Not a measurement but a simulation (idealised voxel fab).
Process module name: voxel self aligned vias
In the cross-section labelled cut, the width is 300 nm and each square cell is 5 nm.
Square cells in a grid make up a cross-section in this document, and the grid is given as bands, listed from the top down, each one or more rows of cells. Per band: top height and bottom height in nm, followed by the left-to-right materials and their widths in nm; "throughout" marks a single material spanning edge to edge, "empty" marks empty space. It should be noted that heights are counted from 0, beneath which the wafer as supplied is of one material throughout, and that the lowest band possesses no lower boundary but continues downward, as written in "top 0, no bottom". With a width like "30->40", each row of cells in the band differs from the next by the same amount, the top row carrying the first number and the bottom row the second. Step marked "no change"? Then no cell in the cross-section changed in it. "Fully closed voids": empty spaces of 8 cells or more with no open way to the top, each given as width x height at distance, distance from the left edge, all in nm. Past the settings on a step's line: simulator remark, on that step. What "overlay nm" on a step's line means: if the step has a mask, that mask lay this far to the right of its planned place, or, when the value is negative, to the left.

Steps planned for the process:
1) RECEIVE [material Si]
2) CONFORMAL_DEP [material SiO2] [thk nm 10]
3) CONFORMAL_DEP [material SiCN] [thk nm 5]
4) DIRECTIONAL_DEP [material SiO2] [thk nm 20]
5) MASKED_ETCH [tone open] [mask id LINES] [width nm 30] [pitch nm 70] [etch materials SiO2] [depth nm 20] [overlay nm 0]
6) CONFORMAL_DEP [material TiN] [thk nm 5]
7) FILL_DEP [material Ru] [thk nm 10]
8) CMP [height nm 35]
9) SELECTIVE_ETCH [etch materials W Ru TiN] [depth nm 5]
10) FILL_DEP [material SiN] [thk nm 10]
11) CMP [height nm 35]
12) DIRECTIONAL_DEP [material SiO2] [thk nm 15]
13) MASKED_ETCH [tone open] [mask id VIAS] [width nm 50] [etch materials SiO2] [depth nm 15] [overlay nm 0]
14) MASKED_ETCH [tone open] [mask id VIAS] [width nm 50] [etch materials SiN] [depth nm 5] [overlay nm 0]
15) CONFORMAL_DEP [material TiN] [thk nm 5]
16) FILL_DEP [material W] [thk nm 5]
17) CMP [height nm 50]
18) CONFORMAL_DEP [material SiCN] [thk nm 5]

Cross-section of the incoming wafer, state after step 1:
* top 0, no bottom = Si throughout
* Fully closed voids: none

Wafer cross-section at module end: first of two, run to plan:
* top 55, bottom 50 = SiCN throughout
* top 50, bottom 40 = 90 SiO2; 5 TiN; 40 W; 5 TiN; 160 SiO2
* top 40, bottom 35 = 90 SiO2; 15 TiN; 20 W; 15 TiN; 160 SiO2
* top 35, bottom 30 = 100 SiO2; 30 TiN; 40 SiO2; 30 SiN; 100 SiO2
* top 30, bottom 20 = 100 SiO2; 5 TiN; 20 Ru; 5 TiN; 40 SiO2; 5 TiN; 20 Ru; 5 TiN; 100 SiO2
* top 20, bottom 15 = 100 SiO2; 30 TiN; 40 SiO2; 30 TiN; 100 SiO2
* top 15, bottom 10 = SiCN throughout
* top 10, bottom 0 = SiO2 throughout
* top 0, no bottom = Si throughout
* Fully closed voids: none

Here is the second of the two wafers cut open at the end of the module - same start, same plan as the first one, but we made one mistake running it:
* top 55, bottom 50 = SiCN throughout
* top 50, bottom 40 = 90 SiO2; 5 TiN; 40 W; 5 TiN; 160 SiO2
* top 40, bottom 35 = 90 SiO2; 20 TiN; 10 W; 20 TiN; 160 SiO2
* top 35, bottom 30 = 105 SiO2; 20 TiN; 50 SiO2; 20 SiN; 105 SiO2
* top 30, bottom 20 = 105 SiO2; 5 TiN; 10 Ru; 5 TiN; 50 SiO2; 5 TiN; 10 Ru; 5 TiN; 105 SiO2
* top 20, bottom 15 = 105 SiO2; 20 TiN; 50 SiO2; 20 TiN; 105 SiO2
* top 15, bottom 10 = SiCN throughout
* top 10, bottom 0 = SiO2 throughout
* top 0, no bottom = Si throughout
* Fully closed voids: none
So what did we get wrong on this run? step 5 did not use the planned setting and instead ran as MASKED_ETCH [tone open] [mask id LINES] [width nm 20] [pitch nm 70] [etch materials SiO2] [depth nm 20] [overlay nm 0]
Wafer comparison, final, in cells, second relative to first, materials more or fewer: Ru: 8 fewer | SiN: 2 fewer | SiO2: 16 more | TiN: 4 fewer | W: 2 fewer
